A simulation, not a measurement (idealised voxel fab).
The following is a process module called voxel wiring stack.
Cross-section cut spans 295 nm and uses square cells 5 nm in size.
Cross-section format: a grid of square cells, given as bands from top to bottom; each band is one or more rows of cells. Per band: top height and bottom height in nm, followed by the left-to-right materials and their widths in nm; "full width" marks a single material spanning edge to edge, "air" marks empty space. A quick word on heights: they are counted from 0, and under that level the wafer as it came to us is one material throughout. The lowest band is different from the rest in having no bottom; it simply continues downward, written as in "0 -> down". Per-row width for "30->40": begins at first number (top row of band), ends at second number (bottom row), increment between rows held constant. The cross-section has no changed cell in any step marked "nothing got changed". "Closed internal cavities" means: voids of 8 cells or more that are shut off from the top with no open way through. Written width x height at distance, distance from the left edge, in nm. Whatever follows a step's settings on its line is a remark the simulator itself makes about that step. The line of a step may include "overlay nm". On a step with a mask, this value is how far to the right of its planned place the mask lay. A negative value means the mask lay to the left.

The steps planned for the process are as follows
step 1: RECEIVE with material Si
step 2: CONFORMAL_DEP with material SiO2, thk nm 10
step 3: DIRECTIONAL_DEP with material TiN, thk nm 5
step 4: DIRECTIONAL_DEP with material Ru, thk nm 20
step 5: MASKED_ETCH with tone cover, mask id METAL_1, width nm 30, pitch nm 50, etch materials Ru, depth nm 20, overlay nm 0
step 6: MASKED_ETCH with tone cover, mask id METAL_1, width nm 30, pitch nm 50, etch materials TiN, depth nm 5, overlay nm 0
step 7: FILL_DEP with material SiO2, thk nm 5
step 8: CMP with height nm 35
step 9: CONFORMAL_DEP with material SiCN, thk nm 5
step 10: DIRECTIONAL_DEP with material lowk, thk nm 25
step 11: MASKED_ETCH with tone open, mask id METAL_2_HOLES, width nm 15, pitch nm 50, etch materials lowk, depth nm 25, overlay nm 0
step 12: MASKED_ETCH with tone open, mask id METAL_2, width nm 30, pitch nm 50, etch materials lowk, depth nm 15, overlay nm 0
step 13: MASKED_ETCH with tone open, mask id METAL_2, width nm 30, pitch nm 50, etch materials SiCN, depth nm 5, overlay nm 0
step 14: CONFORMAL_DEP with material TiN, thk nm 5
step 15: FILL_DEP with material Ru, thk nm 5
step 16: CMP with height nm 65
step 17: CONFORMAL_DEP with material SiCN, thk nm 5
step 18: DIRECTIONAL_DEP with material SiO2, thk nm 10
step 19: MASKED_ETCH with tone open, mask id PLUG_2, width nm 15, pitch nm 100, etch materials SiO2, depth nm 10, overlay nm 0
step 20: MASKED_ETCH with tone open, mask id PLUG_2, width nm 15, pitch nm 100, etch materials SiCN, depth nm 5, overlay nm 0
step 21: EPI with material Ru, thk nm 10
step 22: EPI with material Ru, thk nm 5
step 23: DIRECTIONAL_DEP with material TiN, thk nm 5
step 24: DIRECTIONAL_DEP with material W, thk nm 25
step 25: MASKED_ETCH with tone cover, mask id METAL_3, width nm 30, pitch nm 50, etch materials W, depth nm 25, overlay nm 0
step 26: MASKED_ETCH with tone cover, mask id METAL_3, width nm 30, pitch nm 50, etch materials TiN, depth nm 5, overlay nm 0
step 27: CONFORMAL_DEP with material SiCN, thk nm 5
step 28: FILL_DEP with material lowk, thk nm 5
step 29: CMP with height nm 110
step 30: CONFORMAL_DEP with material SiCN, thk nm 5
step 31: DIRECTIONAL_DEP with material SiO2, thk nm 25
step 32: DIRECTIONAL_DEP with material aC, thk nm 10
step 33: PATTERN with tone open, mask id METAL_4, material resist, width nm 30, pitch nm 50, thk nm 25, overlay nm 0
step 34: DIRECTIONAL_ETCH with etch materials aC, depth nm 10
step 35: STRIP with etch materials resist
step 36: DIRECTIONAL_ETCH with etch materials SiO2, depth nm 15
step 37: STRIP with etch materials aC
step 38: MASKED_ETCH with tone open, mask id METAL_4_HOLES, width nm 15, pitch nm 50, etch materials SiO2, depth nm 10, overlay nm 0
step 39: MASKED_ETCH with tone open, mask id METAL_4_HOLES, width nm 15, pitch nm 50, etch materials SiCN, depth nm 5, overlay nm 0
step 40: CONFORMAL_DEP with material TiN, thk nm 5
step 41: FILL_DEP with material Cu, thk nm 10
step 42: CMP with height nm 140
step 43: CONFORMAL_DEP with material SiN, thk nm 5

So this is the incoming wafer in cross-section - it's already been through step 1
* 0 -> down = Si full width
* Closed internal cavities: none

As-planned run: cross-section of the first of two wafers at end of module
* 145 -> 140 = SiN full width
* 140 -> 130 = SiO2=55  TiN=5  Cu=20  TiN=5  SiO2=20  TiN=5  Cu=20  TiN=5  SiO2=20  TiN=5  Cu=20  TiN=5  SiO2=20  TiN=5  Cu=20  TiN=5  SiO2=60
* 130 -> 125 = SiO2=55  TiN=5  Cu=5  TiN=20  SiO2=20  TiN=5  Cu=5  TiN=20  SiO2=20  TiN=5  Cu=5  TiN=20  SiO2=20  TiN=5  Cu=5  TiN=20  SiO2=60
* 125 -> 115 = SiO2=55  TiN=5  Cu=5  TiN=5  SiO2=35  TiN=5  Cu=5  TiN=5  SiO2=35  TiN=5  Cu=5  TiN=5  SiO2=35  TiN=5  Cu=5  TiN=5  SiO2=75
* 115 -> 110 = SiCN=55  TiN=15  SiCN=35  TiN=15  SiCN=35  TiN=15  SiCN=35  TiN=15  SiCN=75
* 110 -> 85 = lowk=50  SiCN=5  W=30  SiCN=5  lowk=10  SiCN=5  W=30  SiCN=5  lowk=10  SiCN=5  W=30  SiCN=5  lowk=10  SiCN=5  W=30  SiCN=5  lowk=55
* 85 -> 80 = SiCN=55  TiN=30  SiCN=20  TiN=30  SiCN=20  TiN=30  SiCN=20  TiN=30  SiCN=60
* 80 -> 70 = SiO2=55  Ru=15  SiO2=85  Ru=15  SiO2=125
* 70 -> 65 = SiCN=55  Ru=15  SiCN=85  Ru=15  SiCN=125
* 65 -> 55 = lowk=55  TiN=5  Ru=20  TiN=5  lowk=20  TiN=5  Ru=20  TiN=5  lowk=20  TiN=5  Ru=20  TiN=5  lowk=20  TiN=5  Ru=20  TiN=5  lowk=60
* 55 -> 50 = lowk=55  TiN=5  Ru=5  TiN=20  lowk=20  TiN=5  Ru=5  TiN=20  lowk=20  TiN=5  Ru=5  TiN=20  lowk=20  TiN=5  Ru=5  TiN=20  lowk=60
* 50 -> 40 = lowk=55  TiN=5  Ru=5  TiN=5  lowk=35  TiN=5  Ru=5  TiN=5  lowk=35  TiN=5  Ru=5  TiN=5  lowk=35  TiN=5  Ru=5  TiN=5  lowk=75
* 40 -> 35 = SiCN=55  TiN=15  SiCN=35  TiN=15  SiCN=35  TiN=15  SiCN=35  TiN=15  SiCN=75
* 35 -> 15 = SiO2=55  Ru=30  SiO2=20  Ru=30  SiO2=20  Ru=30  SiO2=20  Ru=30  SiO2=60
* 15 -> 10 = SiO2=55  TiN=30  SiO2=20  TiN=30  SiO2=20  TiN=30  SiO2=20  TiN=30  SiO2=60
* 10 -> 0 = SiO2 full width
* 0 -> down = Si full width
* Closed internal cavities: none

Module end: cross-section of wafer two of two. Same start and process plan as the first wafer. One mistake during execution
* 145 -> 140 = SiN full width
* 140 -> 130 = SiO2=55  TiN=5  Cu=20  TiN=5  SiO2=20  TiN=5  Cu=20  TiN=5  SiO2=20  TiN=5  Cu=20  TiN=5  SiO2=20  TiN=5  Cu=20  TiN=5  SiO2=60
* 130 -> 125 = SiO2=55  TiN=5  Cu=5  TiN=20  SiO2=20  TiN=5  Cu=5  TiN=20  SiO2=20  TiN=5  Cu=5  TiN=20  SiO2=20  TiN=5  Cu=5  TiN=20  SiO2=60
* 125 -> 115 = SiO2=55  TiN=5  Cu=5  TiN=5  SiO2=35  TiN=5  Cu=5  TiN=5  SiO2=35  TiN=5  Cu=5  TiN=5  SiO2=35  TiN=5  Cu=5  TiN=5  SiO2=75
* 115 -> 110 = SiCN=55  TiN=15  SiCN=35  TiN=15  SiCN=35  TiN=15  SiCN=35  TiN=15  SiCN=75
* 110 -> 95 = lowk=50  SiCN=5  W=30  SiCN=5  lowk=10  SiCN=5  W=30  SiCN=5  lowk=10  SiCN=5  W=30  SiCN=5  lowk=10  SiCN=5  W=30  SiCN=5  lowk=55
* 95 -> 90 = SiCN=55  W=30  SiCN=20  W=30  SiCN=20  W=30  SiCN=20  W=30  SiCN=60
* 90 -> 85 = Ru=60  W=5  Ru=95  W=5  Ru=130
* 85 -> 80 = TiN=55  Ru=15  TiN=85  Ru=15  TiN=125
* 80 -> 75 = SiO2=55  TiN=15  SiO2=85  TiN=15  SiO2=125
* 75 -> 70 = SiO2=55  Ru=15  SiO2=85  Ru=15  SiO2=125
* 70 -> 65 = SiCN=55  Ru=15  SiCN=85  Ru=15  SiCN=125
* 65 -> 55 = lowk=55  TiN=5  Ru=20  TiN=5  lowk=20  TiN=5  Ru=20  TiN=5  lowk=20  TiN=5  Ru=20  TiN=5  lowk=20  TiN=5  Ru=20  TiN=5  lowk=60
* 55 -> 50 = lowk=55  TiN=5  Ru=5  TiN=20  lowk=20  TiN=5  Ru=5  TiN=20  lowk=20  TiN=5  Ru=5  TiN=20  lowk=20  TiN=5  Ru=5  TiN=20  lowk=60
* 50 -> 40 = lowk=55  TiN=5  Ru=5  TiN=5  lowk=35  TiN=5  Ru=5  TiN=5  lowk=35  TiN=5  Ru=5  TiN=5  lowk=35  TiN=5  Ru=5  TiN=5  lowk=75
* 40 -> 35 = SiCN=55  TiN=15  SiCN=35  TiN=15  SiCN=35  TiN=15  SiCN=35  TiN=15  SiCN=75
* 35 -> 15 = SiO2=55  Ru=30  SiO2=20  Ru=30  SiO2=20  Ru=30  SiO2=20  Ru=30  SiO2=60
* 15 -> 10 = SiO2=55  TiN=30  SiO2=20  TiN=30  SiO2=20  TiN=30  SiO2=20  TiN=30  SiO2=60
* 10 -> 0 = SiO2 full width
* 0 -> down = Si full width
* Closed internal cavities: none
Misprocessing identified: a sequencing error occurred in which plan steps 22 and 23 were transposed
at the end the second wafer has, in cells: 57 more of Ru, 16 fewer of SiCN, 35 more of TiN, 22 fewer of W, 54 fewer of lowk
